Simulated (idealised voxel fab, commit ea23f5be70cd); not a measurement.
process module | voxel transistor to metal
cross-section cut | 210 nm wide | cells 5 nm
A cross-section is a grid of square cells, given in bands from the top down. A band is one or more rows of cells.
Each band's line starts with the height of the band's top and of its bottom, in nm. Then come its materials from left to right, each with its width in nm. One material with "throughout" fills the band from edge to edge. "air" is empty space.
Height 0 is the level under which the wafer as received is all one material. The lowest band goes on downwards, as in "0 down".
A width such as "30 to 40" changes by the same amount from each row of cells to the next, from the band's top row to its bottom row.
"no change" after a step means that no cell of the cross-section changed.
closed voids: empty space of 8 cells or more with no open way to the top, each as width x height at its distance from the left edge, in nm
after a step's settings: what the simulator itself notes on the step
overlay nm, on a step with a mask: how far to the right of its planned place the mask lay; to the left if negative
plan
1 op RECEIVE | material Si
2 op CONFORMAL_DEP | material SiO2 | thk nm 5
3 op CONFORMAL_DEP | material SiN | thk nm 15
4 op DIRECTIONAL_DEP | material aC | thk nm 10
5 op PATTERN | tone cover | mask id ACTIVE | material resist | width nm 115 | thk nm 25 | overlay nm 0
6 op DIRECTIONAL_ETCH | etch materials aC | depth nm 10
7 op STRIP | etch materials resist
8 op DIRECTIONAL_ETCH | etch materials SiN | depth nm 15
9 op DIRECTIONAL_ETCH | etch materials SiO2 | depth nm 5
10 op DIRECTIONAL_ETCH | etch materials Si | depth nm 20
11 op STRIP | etch materials aC
12 op OXIDIZE | depth nm 5
13 op FILL_DEP | material SiO2 | thk nm 15
14 op CMP | height nm 20
15 op SELECTIVE_ETCH | etch materials SiO2 | depth nm 15
16 op STRIP | etch materials SiN
17 op SELECTIVE_ETCH | etch materials SiO2 | depth nm 5
18 op OXIDIZE | depth nm 5
19 op DIRECTIONAL_DEP | material polySi | thk nm 30
20 op DIRECTIONAL_DEP | material SiCN | thk nm 10
21 op PATTERN | tone cover | mask id GATE | material resist | width nm 25 | thk nm 20 | overlay nm 0
22 op DIRECTIONAL_ETCH | etch materials SiCN | depth nm 20
23 op DIRECTIONAL_ETCH | etch materials polySi | depth nm 40
24 op STRIP | etch materials resist
25 op CONFORMAL_DEP | material SiO2 | thk nm 5
26 op DIRECTIONAL_ETCH | etch materials SiO2 | depth nm 5
27 op CONFORMAL_DEP | material SiN | thk nm 5
28 op DIRECTIONAL_ETCH | etch materials SiN | depth nm 5
29 op DIRECTIONAL_ETCH | etch materials SiO2 | depth nm 5
30 op EPI | material SiGe | thk nm 5
31 op FILL_DEP | material SiO2 | thk nm 10
32 op CMP | height nm 40
33 op DIRECTIONAL_DEP | material SiO2 | thk nm 10
34 op MASKED_ETCH | tone open | mask id CONTACT | width nm 30 | pitch nm 65 | etch materials SiO2 | depth nm 50 | overlay nm 0
35 op CONFORMAL_DEP | material TiN | thk nm 5
36 op FILL_DEP | material W | thk nm 10
37 op CMP | height nm 50
38 op CONFORMAL_DEP | material SiN | thk nm 5
39 op DIRECTIONAL_DEP | material SiO2 | thk nm 20
40 op MASKED_ETCH | tone open | mask id METAL_1 | width nm 15 | pitch nm 80 | etch materials SiO2 | depth nm 20 | overlay nm 0
41 op MASKED_ETCH | tone open | mask id METAL_1 | width nm 15 | pitch nm 80 | etch materials SiN | depth nm 5 | overlay nm 0
42 op CONFORMAL_DEP | material TiN | thk nm 5
43 op FILL_DEP | material W | thk nm 10
44 op CMP | height nm 75
45 op EPI | material Ru | thk nm 5
46 op FILL_DEP | material SiCN | thk nm 5
as received, after step 1
  0 down: Si throughout
  closed voids: none
first wafer at the end, as planned
  85 to 80: SiCN throughout
  80 to 75: SiCN 50 | Ru 25 | SiCN 55 | Ru 25 | SiCN 55
  75 to 55: SiO2 55 | TiN 5 | W 5 | TiN 5 | SiO2 65 | TiN 5 | W 5 | TiN 5 | SiO2 60
  55 to 50: SiN 55 | TiN 15 | SiN 65 | TiN 15 | SiN 60
  50 to 40: SiO2 55 | TiN 5 | W 20 to 15 | TiN 5 to 10 | SiO2 35 | TiN 5 to 10 | W 20 to 15 | TiN 5 | SiO2 60
  40 to 30: SiO2 55 | TiN 5 | W 15 | TiN 5 | SiN 5 | SiO2 5 | SiCN 25 | SiO2 5 | SiN 5 | TiN 5 | W 15 | TiN 5 | SiO2 60
  30 to 5: SiO2 55 | TiN 5 | W 15 | TiN 5 | SiN 5 | SiO2 5 | polySi 25 | SiO2 5 | SiN 5 | TiN 5 | W 15 | TiN 5 | SiO2 60
  5 to 0: SiO2 55 | TiN 25 | SiN 5 | SiO2 5 | polySi 25 | SiO2 5 | SiN 5 | TiN 25 | SiO2 60
  0 to -5: SiO2 45 | SiGe 35 | SiO2 45 | SiGe 35 | SiO2 50
  -5 to -25: SiO2 50 | Si 105 | SiO2 55
  -25 down: Si throughout
  closed voids: none
second wafer at the end: like start, like plan, one mistake
  85 to 80: SiCN throughout
  80 to 75: Ru 60 | SiCN 5 | Ru 75 | SiCN 5 | Ru 65
  75 to 60: W 50 | TiN 5 | SiO2 15 | TiN 5 | W 55 | TiN 5 | SiO2 15 | TiN 5 | W 55
  60 to 55: TiN 55 | SiO2 15 | TiN 65 | SiO2 15 | TiN 60
  55 to 50: SiN throughout
  50 to 40: SiO2 55 | TiN 5 | W 20 to 15 | TiN 5 to 10 | SiO2 35 | TiN 5 to 10 | W 20 to 15 | TiN 5 | SiO2 60
  40 to 30: SiO2 55 | TiN 5 | W 15 | TiN 5 | SiN 5 | SiO2 5 | SiCN 25 | SiO2 5 | SiN 5 | TiN 5 | W 15 | TiN 5 | SiO2 60
  30 to 5: SiO2 55 | TiN 5 | W 15 | TiN 5 | SiN 5 | SiO2 5 | polySi 25 | SiO2 5 | SiN 5 | TiN 5 | W 15 | TiN 5 | SiO2 60
  5 to 0: SiO2 55 | TiN 25 | SiN 5 | SiO2 5 | polySi 25 | SiO2 5 | SiN 5 | TiN 25 | SiO2 60
  0 to -5: SiO2 45 | SiGe 35 | SiO2 45 | SiGe 35 | SiO2 50
  -5 to -25: SiO2 50 | Si 105 | SiO2 55
  -25 down: Si throughout
  closed voids: none
what went wrong: step 40 ran as: op MASKED_ETCH | tone cover | mask id METAL_1 | width nm 15 | pitch nm 80 | etch materials SiO2 | depth nm 20 | overlay nm 0
at the end the second wafer has, in cells: 30 more of Ru | 30 fewer of SiCN | 6 more of SiN | 120 fewer of SiO2 | 26 more of TiN | 88 more of W
